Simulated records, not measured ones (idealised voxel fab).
Process module name: voxel air gaps
The figure presents cross-section cut, which has a width of 295 nm and is divided into square cells with an edge length of 5 nm.
Square cells in a grid make up a cross-section in this document, and the grid is given as bands, listed from the top down, each one or more rows of cells.
The band entry comprises the height of the band's top followed by the height of its bottom, expressed in nm, and subsequently the band's materials from left to right, each stated together with its width in nm. Where a single material is marked with the word "edge to edge", that material fills the band from edge to edge. The word "blank" represents empty space.
Beneath 0, the wafer as received is one material, and that level is where height counting begins. The lowest band goes on downward without a bottom; it is written like "top 0, no bottom".
Width spec "30->40" -> top row of cells at first value, bottom row at second value, equal per-row change in between.
"nothing was modified" for a step: no cell of the cross-section changed in that step.
The entry "Closed voids list" lists the empty spaces that cover at least 8 cells and have no open path to the top. Each is written as width x height at distance, where the distance is measured from the left edge and all three values are in nm.
Heads up: the bit after the settings on a step's line is the simulator's remark on that step.
Regarding "overlay nm": on a step with a mask, it is the distance the mask lay to the right of its planned place; a negative value places it to the left.
## Steps planned for the process
1 RECEIVE, material Si
2 CONFORMAL_DEP, material SiO2, thk nm 15
3 CONFORMAL_DEP, material SiCN, thk nm 5
4 DIRECTIONAL_DEP, material lowk, thk nm 40
5 MASKED_ETCH, tone open, mask id LINES, width nm 20, pitch nm 50, etch materials lowk, depth nm 40, overlay nm 0
6 CONFORMAL_DEP, material TiN, thk nm 5
7 FILL_DEP, material W, thk nm 5
8 CMP, height nm 60
9 EPI, material Ru, thk nm 10
10 SELECTIVE_ETCH, etch materials lowk, depth nm 50
11 CONFORMAL_DEP, material SiCN, thk nm 5
## On the first of the two wafers: run conducted according to plan
## As received (post step 1): cross-section
> top 0, no bottom: Si edge to edge
> Closed voids list: none
## Wafer xsec, post step 2
> top 15, bottom 0: SiO2 edge to edge
> Beneath the level 0, the cross-section is identical to its previous state.
## Wafer xsec, post step 3
> top 20, bottom 15: SiCN edge to edge
> Beneath the level 15, the cross-section is identical to its previous state.
## Wafer xsec, post step 4
> top 60, bottom 20: lowk edge to edge
> Beneath the level 20, the cross-section is identical to its previous state.
## Wafer xsec, post step 5
> top 60, bottom 20: lowk: 60; blank: 20; lowk: 30; blank: 20; lowk: 30; blank: 20; lowk: 30; blank: 20; lowk: 65
> Beneath the level 20, the cross-section is identical to its previous state.
## Wafer xsec, post step 6
> top 65, bottom 60: TiN: 65; blank: 10; TiN: 40; blank: 10; TiN: 40; blank: 10; TiN: 40; blank: 10; TiN: 70
> top 60, bottom 25: lowk: 60; TiN: 5; blank: 10; TiN: 5; lowk: 30; TiN: 5; blank: 10; TiN: 5; lowk: 30; TiN: 5; blank: 10; TiN: 5; lowk: 30; TiN: 5; blank: 10; TiN: 5; lowk: 65
> top 25, bottom 20: lowk: 60; TiN: 20; lowk: 30; TiN: 20; lowk: 30; TiN: 20; lowk: 30; TiN: 20; lowk: 65
> Beneath the level 20, the cross-section is identical to its previous state.
## Wafer xsec, post step 7
> top 70, bottom 65: W edge to edge
> top 65, bottom 60: TiN: 65; W: 10; TiN: 40; W: 10; TiN: 40; W: 10; TiN: 40; W: 10; TiN: 70
> top 60, bottom 25: lowk: 60; TiN: 5; W: 10; TiN: 5; lowk: 30; TiN: 5; W: 10; TiN: 5; lowk: 30; TiN: 5; W: 10; TiN: 5; lowk: 30; TiN: 5; W: 10; TiN: 5; lowk: 65
> Beneath the level 25, the cross-section is identical to its previous state.
## Wafer xsec, post step 8
> top 60, bottom 25: lowk: 60; TiN: 5; W: 10; TiN: 5; lowk: 30; TiN: 5; W: 10; TiN: 5; lowk: 30; TiN: 5; W: 10; TiN: 5; lowk: 30; TiN: 5; W: 10; TiN: 5; lowk: 65
> Beneath the level 25, the cross-section is identical to its previous state.
## Wafer xsec, post step 9
> top 70, bottom 60: blank: 50; Ru: 40; blank: 10; Ru: 40; blank: 10; Ru: 40; blank: 10; Ru: 40; blank: 55
> Beneath the level 60, the cross-section is identical to its previous state.
## Wafer xsec, post step 10
> top 70, bottom 60: blank: 50; Ru: 40; blank: 10; Ru: 40; blank: 10; Ru: 40; blank: 10; Ru: 40; blank: 55
> top 60, bottom 25: blank: 60; TiN: 5; W: 10; TiN: 5; blank: 30; TiN: 5; W: 10; TiN: 5; blank: 30; TiN: 5; W: 10; TiN: 5; blank: 30; TiN: 5; W: 10; TiN: 5; blank: 65
> top 25, bottom 20: blank: 60; TiN: 20; blank: 30; TiN: 20; blank: 30; TiN: 20; blank: 30; TiN: 20; blank: 65
> Beneath the level 20, the cross-section is identical to its previous state.
## Wafer xsec, post step 11
> top 75, bottom 70: blank: 45; SiCN: 200; blank: 50
> top 70, bottom 60: blank: 45; SiCN: 5; Ru: 40; SiCN: 10; Ru: 40; SiCN: 10; Ru: 40; SiCN: 10; Ru: 40; SiCN: 5; blank: 50
> top 60, bottom 55: blank: 45; SiCN: 15; TiN: 5; W: 10; TiN: 5; SiCN: 30; TiN: 5; W: 10; TiN: 5; SiCN: 30; TiN: 5; W: 10; TiN: 5; SiCN: 30; TiN: 5; W: 10; TiN: 5; SiCN: 15; blank: 50
> top 55, bottom 25: blank: 55; SiCN: 5; TiN: 5; W: 10; TiN: 5; SiCN: 5; blank: 20; SiCN: 5; TiN: 5; W: 10; TiN: 5; SiCN: 5; blank: 20; SiCN: 5; TiN: 5; W: 10; TiN: 5; SiCN: 5; blank: 20; SiCN: 5; TiN: 5; W: 10; TiN: 5; SiCN: 5; blank: 60
> top 25, bottom 20: SiCN: 60; TiN: 20; SiCN: 30; TiN: 20; SiCN: 30; TiN: 20; SiCN: 30; TiN: 20; SiCN: 65
> Beneath the level 20, the cross-section is identical to its previous state.
> Closed voids list: 20 x 30 at 85; 20 x 30 at 135; 20 x 30 at 185
## Wafer two of two - same starting point, same process plan, one mistake in execution; matches wafer one up to and including step 1
## Here is the second wafer in cross-section at the point where step 2 of the plan should have been done
> top 30, bottom 0: SiO2 edge to edge
> Beneath the level 0, the cross-section is identical to its previous state.
## Here is the second wafer in cross-section at the point where step 3 of the plan should have been done
> top 35, bottom 30: SiCN edge to edge
> Beneath the level 30, the cross-section is identical to its previous state.
## Here is the second wafer in cross-section at the point where step 4 of the plan should have been done
> top 75, bottom 35: lowk edge to edge
> Beneath the level 35, the cross-section is identical to its previous state.
## Here is the second wafer in cross-section at the point where step 5 of the plan should have been done
> top 75, bottom 35: lowk: 60; blank: 20; lowk: 30; blank: 20; lowk: 30; blank: 20; lowk: 30; blank: 20; lowk: 65
> Beneath the level 35, the cross-section is identical to its previous state.
## Here is the second wafer in cross-section at the point where step 6 of the plan should have been done
> top 80, bottom 75: TiN: 65; blank: 10; TiN: 40; blank: 10; TiN: 40; blank: 10; TiN: 40; blank: 10; TiN: 70
> top 75, bottom 40: lowk: 60; TiN: 5; blank: 10; TiN: 5; lowk: 30; TiN: 5; blank: 10; TiN: 5; lowk: 30; TiN: 5; blank: 10; TiN: 5; lowk: 30; TiN: 5; blank: 10; TiN: 5; lowk: 65
> top 40, bottom 35: lowk: 60; TiN: 20; lowk: 30; TiN: 20; lowk: 30; TiN: 20; lowk: 30; TiN: 20; lowk: 65
> Beneath the level 35, the cross-section is identical to its previous state.
## Here is the second wafer in cross-section at the point where step 7 of the plan should have been done
> top 85, bottom 80: W edge to edge
> top 80, bottom 75: TiN: 65; W: 10; TiN: 40; W: 10; TiN: 40; W: 10; TiN: 40; W: 10; TiN: 70
> top 75, bottom 40: lowk: 60; TiN: 5; W: 10; TiN: 5; lowk: 30; TiN: 5; W: 10; TiN: 5; lowk: 30; TiN: 5; W: 10; TiN: 5; lowk: 30; TiN: 5; W: 10; TiN: 5; lowk: 65
> Beneath the level 40, the cross-section is identical to its previous state.
## Here is the second wafer in cross-section at the point where step 8 of the plan should have been done
> top 60, bottom 40: lowk: 60; TiN: 5; W: 10; TiN: 5; lowk: 30; TiN: 5; W: 10; TiN: 5; lowk: 30; TiN: 5; W: 10; TiN: 5; lowk: 30; TiN: 5; W: 10; TiN: 5; lowk: 65
> Beneath the level 40, the cross-section is identical to its previous state.
## Here is the second wafer in cross-section at the point where step 9 of the plan should have been done
> top 70, bottom 60: blank: 50; Ru: 40; blank: 10; Ru: 40; blank: 10; Ru: 40; blank: 10; Ru: 40; blank: 55
> Beneath the level 60, the cross-section is identical to its previous state.
## Here is the second wafer in cross-section at the point where step 10 of the plan should have been done
> top 70, bottom 60: blank: 50; Ru: 40; blank: 10; Ru: 40; blank: 10; Ru: 40; blank: 10; Ru: 40; blank: 55
> top 60, bottom 40: blank: 60; TiN: 5; W: 10; TiN: 5; blank: 30; TiN: 5; W: 10; TiN: 5; blank: 30; TiN: 5; W: 10; TiN: 5; blank: 30; TiN: 5; W: 10; TiN: 5; blank: 65
> top 40, bottom 35: blank: 60; TiN: 20; blank: 30; TiN: 20; blank: 30; TiN: 20; blank: 30; TiN: 20; blank: 65
> Beneath the level 35, the cross-section is identical to its previous state.
## Here is the second wafer in cross-section at the point where step 11 of the plan should have been done
> top 75, bottom 70: blank: 45; SiCN: 200; blank: 50
> top 70, bottom 60: blank: 45; SiCN: 5; Ru: 40; SiCN: 10; Ru: 40; SiCN: 10; Ru: 40; SiCN: 10; Ru: 40; SiCN: 5; blank: 50
> top 60, bottom 55: blank: 45; SiCN: 15; TiN: 5; W: 10; TiN: 5; SiCN: 30; TiN: 5; W: 10; TiN: 5; SiCN: 30; TiN: 5; W: 10; TiN: 5; SiCN: 30; TiN: 5; W: 10; TiN: 5; SiCN: 15; blank: 50
> top 55, bottom 40: blank: 55; SiCN: 5; TiN: 5; W: 10; TiN: 5; SiCN: 5; blank: 20; SiCN: 5; TiN: 5; W: 10; TiN: 5; SiCN: 5; blank: 20; SiCN: 5; TiN: 5; W: 10; TiN: 5; SiCN: 5; blank: 20; SiCN: 5; TiN: 5; W: 10; TiN: 5; SiCN: 5; blank: 60
> top 40, bottom 35: SiCN: 60; TiN: 20; SiCN: 30; TiN: 20; SiCN: 30; TiN: 20; SiCN: 30; TiN: 20; SiCN: 65
> Beneath the level 35, the cross-section is identical to its previous state.
> Closed voids list: 20 x 15 at 85; 20 x 15 at 135; 20 x 15 at 185
Run error: plan step 2 ran twice
Bottom line after processing is that, in cells, the second wafer is up or down on some materials versus the first: SiCN: 24 fewer; SiO2: 177 more; TiN: 24 fewer; W: 24 fewer
